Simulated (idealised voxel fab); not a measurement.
Name of the process module below: voxel wiring stack
Xsec cut, 275 nm wide, square cell size 5 nm.
Throughout this document, each cross-section is represented as a grid of square cells and is presented as a sequence of bands enumerated from the top downward, where a band comprises one or more rows of cells.
The entry gives the band's vertical extent as a top height and a bottom height in nm, then its horizontal make-up as materials from left to right, each with a width in nm. "empty" stands for empty space; a single material marked "edge to edge" fills the band edge to edge.
Measure heights from 0. That's the level where, below it, the as-received wafer is all one material. The lowest band is bottomless and extends downward; write it as in "0 nm and below".
When a width is written as two numbers, as in "30 to 40", the first number is the width in the top row of cells of the band and the second is the width in its bottom row, and the width changes by the same amount from each row to the next.
Where a step carries "everything unchanged", the cross-section came out of it unchanged, cell for cell.
If an empty space has no open way to the top and is at least 8 cells in size, "Internal closed voids" lists it, written width x height at distance, where distance is measured from the left edge and every value is in nm.
It should be noted that, on the line of a given step, the content following the step's settings is a remark produced by the simulator itself with respect to that step.
overlay nm: mask right of planned place by this much (step with mask). Neg. = left.

-- Planned process steps
1,RECEIVE | material Si
2,CONFORMAL_DEP | material SiO2 | thk nm 10
3,DIRECTIONAL_DEP | material TiN | thk nm 5
4,DIRECTIONAL_DEP | material W | thk nm 25
5,PATTERN | tone cover | mask id METAL_1 | material resist | width nm 20 | pitch nm 35 | thk nm 15 | overlay nm 0
6,DIRECTIONAL_ETCH | etch materials W | depth nm 25
7,DIRECTIONAL_ETCH | etch materials TiN | depth nm 5
8,STRIP | etch materials resist
9,FILL_DEP | material lowk | thk nm 5
10,CMP | height nm 40
11,CONFORMAL_DEP | material SiCN | thk nm 5
12,DIRECTIONAL_DEP | material SiO2 | thk nm 15
13,PATTERN | tone open | mask id PLUG_1 | material resist | width nm 15 | pitch nm 70 | thk nm 20 | overlay nm 0
14,DIRECTIONAL_ETCH | etch materials SiO2 | depth nm 15
15,DIRECTIONAL_ETCH | etch materials SiCN | depth nm 5
16,STRIP | etch materials resist
17,EPI | material Ru | thk nm 10
18,EPI | material Ru | thk nm 10
19,DIRECTIONAL_DEP | material TiN | thk nm 5
20,DIRECTIONAL_DEP | material W | thk nm 25
21,DIRECTIONAL_DEP | material aC | thk nm 15
22,PATTERN | tone cover | mask id METAL_2 | material resist | width nm 20 | pitch nm 35 | thk nm 30 | overlay nm 0
23,DIRECTIONAL_ETCH | etch materials aC | depth nm 15
24,STRIP | etch materials resist
25,DIRECTIONAL_ETCH | etch materials W | depth nm 25
26,DIRECTIONAL_ETCH | etch materials TiN | depth nm 5
27,STRIP | etch materials aC
28,FILL_DEP | material lowk | thk nm 5
29,CMP | height nm 90
30,CONFORMAL_DEP | material SiCN | thk nm 5
31,DIRECTIONAL_DEP | material SiO2 | thk nm 10
32,DIRECTIONAL_DEP | material aC | thk nm 10
33,PATTERN | tone open | mask id PLUG_2 | material resist | width nm 15 | pitch nm 70 | thk nm 25 | overlay nm 0
34,DIRECTIONAL_ETCH | etch materials aC | depth nm 10
35,STRIP | etch materials resist
36,DIRECTIONAL_ETCH | etch materials SiO2 | depth nm 10
37,DIRECTIONAL_ETCH | etch materials SiCN | depth nm 5
38,STRIP | etch materials aC
39,CONFORMAL_DEP | material TiN | thk nm 5
40,FILL_DEP | material Ru | thk nm 5
41,CMP | height nm 105
42,CONFORMAL_DEP | material SiN | thk nm 5
43,DIRECTIONAL_DEP | material SiO2 | thk nm 15
44,PATTERN | tone open | mask id METAL_3 | material resist | width nm 20 | pitch nm 35 | thk nm 20 | overlay nm 0
45,DIRECTIONAL_ETCH | etch materials SiO2 | depth nm 15
46,DIRECTIONAL_ETCH | etch materials SiN | depth nm 5
47,STRIP | etch materials resist
48,CONFORMAL_DEP | material TiN | thk nm 5
49,FILL_DEP | material Cu | thk nm 10
50,CMP | height nm 125
51,EPI | material Ru | thk nm 5
52,FILL_DEP | material SiCN | thk nm 5

-- Wafer as received: cross-section following step 1
> 0 nm and below: Si edge to edge
> Internal closed voids: none

-- Run as planned - first of the two wafers cross-sectioned at the end of the module
> 135 nm to 130 nm: SiCN edge to edge
> 130 nm to 125 nm: 85 nm SiCN / 30 nm Ru / 5 nm SiCN / 30 nm Ru / 5 nm SiCN / 30 nm Ru / 90 nm SiCN
> 125 nm to 110 nm: 90 nm SiO2 / 5 nm TiN / 10 nm Cu / 5 nm TiN / 15 nm SiO2 / 5 nm TiN / 10 nm Cu / 5 nm TiN / 15 nm SiO2 / 5 nm TiN / 10 nm Cu / 5 nm TiN / 95 nm SiO2
> 110 nm to 105 nm: 90 nm SiN / 20 nm TiN / 15 nm SiN / 20 nm TiN / 15 nm SiN / 20 nm TiN / 95 nm SiN
> 105 nm to 95 nm: 90 nm SiO2 / 5 nm TiN / 5 nm Ru / 5 nm TiN / 55 nm SiO2 / 5 nm TiN / 5 nm Ru / 5 nm TiN / 100 nm SiO2
> 95 nm to 90 nm: 90 nm SiCN / 15 nm TiN / 55 nm SiCN / 15 nm TiN / 100 nm SiCN
> 90 nm to 65 nm: 90 nm lowk / 20 nm W / 15 nm lowk / 20 nm W / 15 nm lowk / 20 nm W / 95 nm lowk
> 65 nm to 60 nm: 90 nm lowk / 20 nm TiN / 15 nm lowk / 20 nm TiN / 15 nm lowk / 20 nm TiN / 95 nm lowk
> 60 nm to 45 nm: 90 nm SiO2 / 15 nm Ru / 55 nm SiO2 / 15 nm Ru / 100 nm SiO2
> 45 nm to 40 nm: 90 nm SiCN / 15 nm Ru / 55 nm SiCN / 15 nm Ru / 100 nm SiCN
> 40 nm to 15 nm: 90 nm lowk / 20 nm W / 15 nm lowk / 20 nm W / 15 nm lowk / 20 nm W / 95 nm lowk
> 15 nm to 10 nm: 90 nm lowk / 20 nm TiN / 15 nm lowk / 20 nm TiN / 15 nm lowk / 20 nm TiN / 95 nm lowk
> 10 nm to 0 nm: SiO2 edge to edge
> 0 nm and below: Si edge to edge
> Internal closed voids: none

-- Wafer two, end of module, cross-section. Same start, same plan as wafer one. One mistake in the run
> 135 nm to 130 nm: SiCN edge to edge
> 130 nm to 125 nm: 85 nm SiCN / 30 nm Ru / 5 nm SiCN / 30 nm Ru / 5 nm SiCN / 30 nm Ru / 90 nm SiCN
> 125 nm to 110 nm: 90 nm SiO2 / 5 nm TiN / 10 nm Cu / 5 nm TiN / 15 nm SiO2 / 5 nm TiN / 10 nm Cu / 5 nm TiN / 15 nm SiO2 / 5 nm TiN / 10 nm Cu / 5 nm TiN / 95 nm SiO2
> 110 nm to 105 nm: 90 nm SiN / 20 nm TiN / 15 nm SiN / 20 nm TiN / 15 nm SiN / 20 nm TiN / 95 nm SiN
> 105 nm to 95 nm: 90 nm SiO2 / 5 nm TiN / 5 nm Ru / 5 nm TiN / 55 nm SiO2 / 5 nm TiN / 5 nm Ru / 5 nm TiN / 100 nm SiO2
> 95 nm to 90 nm: 90 nm SiCN / 15 nm TiN / 55 nm SiCN / 15 nm TiN / 100 nm SiCN
> 90 nm to 70 nm: 105 nm lowk / 5 nm W / 15 nm lowk / 20 nm W / 30 nm lowk / 5 nm W / 95 nm lowk
> 70 nm to 65 nm: 90 nm lowk / 20 nm W / 15 nm lowk / 20 nm W / 15 nm lowk / 20 nm W / 95 nm lowk
> 65 nm to 60 nm: 90 nm lowk / 15 nm W / 5 nm TiN / 15 nm lowk / 20 nm TiN / 15 nm lowk / 15 nm W / 5 nm TiN / 95 nm lowk
> 60 nm to 45 nm: 90 nm SiO2 / 15 nm W / 55 nm SiO2 / 15 nm W / 100 nm SiO2
> 45 nm to 40 nm: 90 nm SiCN / 15 nm TiN / 55 nm SiCN / 15 nm TiN / 100 nm SiCN
> 40 nm to 35 nm: lowk edge to edge
> 35 nm to 10 nm: 90 nm lowk / 20 nm W / 15 nm lowk / 20 nm W / 15 nm lowk / 20 nm W / 95 nm lowk
> 10 nm to 0 nm: SiO2 edge to edge
> 0 nm and below: Si edge to edge
> Internal closed voids: none
Which mistake was made when the wafer was run? yeah, step 3 of the plan got skipped, never ran
The final cell counts differ between the wafers, with the second having more or fewer of some materials than the first: Ru -24, TiN -12, lowk +36
